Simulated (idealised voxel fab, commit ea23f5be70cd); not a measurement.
Process module heading - voxel self aligned contacts
Section cut is 280 nm wide and gridded with 5 nm square cells.
A cross-section is written here as square cells arranged in a grid, and it is given in bands from the top down, each band taking up one or more rows of cells. Band: top and bottom heights (nm) first, top before bottom; then materials from left to right, widths in nm. "edge to edge" marks a sole material filling the band edge to edge. "air" denotes empty space. Basically, 0 is our baseline, since under it the wafer straight out of the box is all one material. The bottom band has no lower end and keeps on going down, so it looks like "0 down". Top row gets the first number, bottom row gets the second, and each row in between changes by the same step: that is how a band width like "30..40" works. Basically "left unchanged" means that step didn't change any cell in the cross-section. Enclosed voids (no open way to top), threshold 8 cells or more, entry "Non-vented voids", notation width x height at distance, distance from left edge, nm. The remark found on a step's line after its settings is issued by the simulator itself and pertains to that step. The optional step-line setting "overlay nm" applies to steps with a mask and quantifies how far to the right of its planned location the mask lay, a negative value indicating leftward placement.
Process steps foreseen in the plan:
- 1: RECEIVE: material Si
- 2: CONFORMAL_DEP: material SiO2, thk nm 5
- 3: DIRECTIONAL_DEP: material polySi, thk nm 30
- 4: DIRECTIONAL_DEP: material SiN, thk nm 20
- 5: MASKED_ETCH: tone cover, mask id GATE, width nm 25, pitch nm 50, etch materials SiN, depth nm 20, overlay nm 0
- 6: MASKED_ETCH: tone cover, mask id GATE, width nm 25, pitch nm 50, etch materials polySi, depth nm 30, overlay nm 0
- 7: CONFORMAL_DEP: material SiN, thk nm 5
- 8: DIRECTIONAL_ETCH: etch materials SiN, depth nm 5
- 9: FILL_DEP: material SiO2, thk nm 20
- 10: CMP: height nm 65
- 11: PATTERN: tone open, mask id CONTACT, material resist, width nm 35, pitch nm 50, thk nm 15, overlay nm 0
- 12: DIRECTIONAL_ETCH: etch materials SiO2, depth nm 65
- 13: STRIP: etch materials resist
- 14: CONFORMAL_DEP: material TiN, thk nm 5
- 15: FILL_DEP: material W, thk nm 10
- 16: CMP: height nm 65
- 17: CONFORMAL_DEP: material SiCN, thk nm 5
Be aware that, although all wafers share a common starting state, the thk nm at step 14 differs among them, and the plan displays the first wafer's value.
As-received cross-section, first of several wafers, post step 1:
  0 down  Si edge to edge
  Non-vented voids: none
Every row in this table is a wafer at the end of the module, and it gives, for each of the materials, the cells that wafer has gained (+) or lost (-) since it was received, then its closed voids:
thk nm 5; +56 SiCN; +120 SiN; +424 SiO2; +62 TiN; +32 W; +90 polySi; Non-vented voids: none
thk nm 10; +56 SiCN; +120 SiN; +424 SiO2; +94 TiN; +90 polySi; Non-vented voids: none
thk nm 15; +56 SiCN; +120 SiN; +424 SiO2; +94 TiN; +90 polySi; Non-vented voids: none
thk nm 20; +56 SiCN; +120 SiN; +424 SiO2; +94 TiN; +90 polySi; Non-vented voids: none
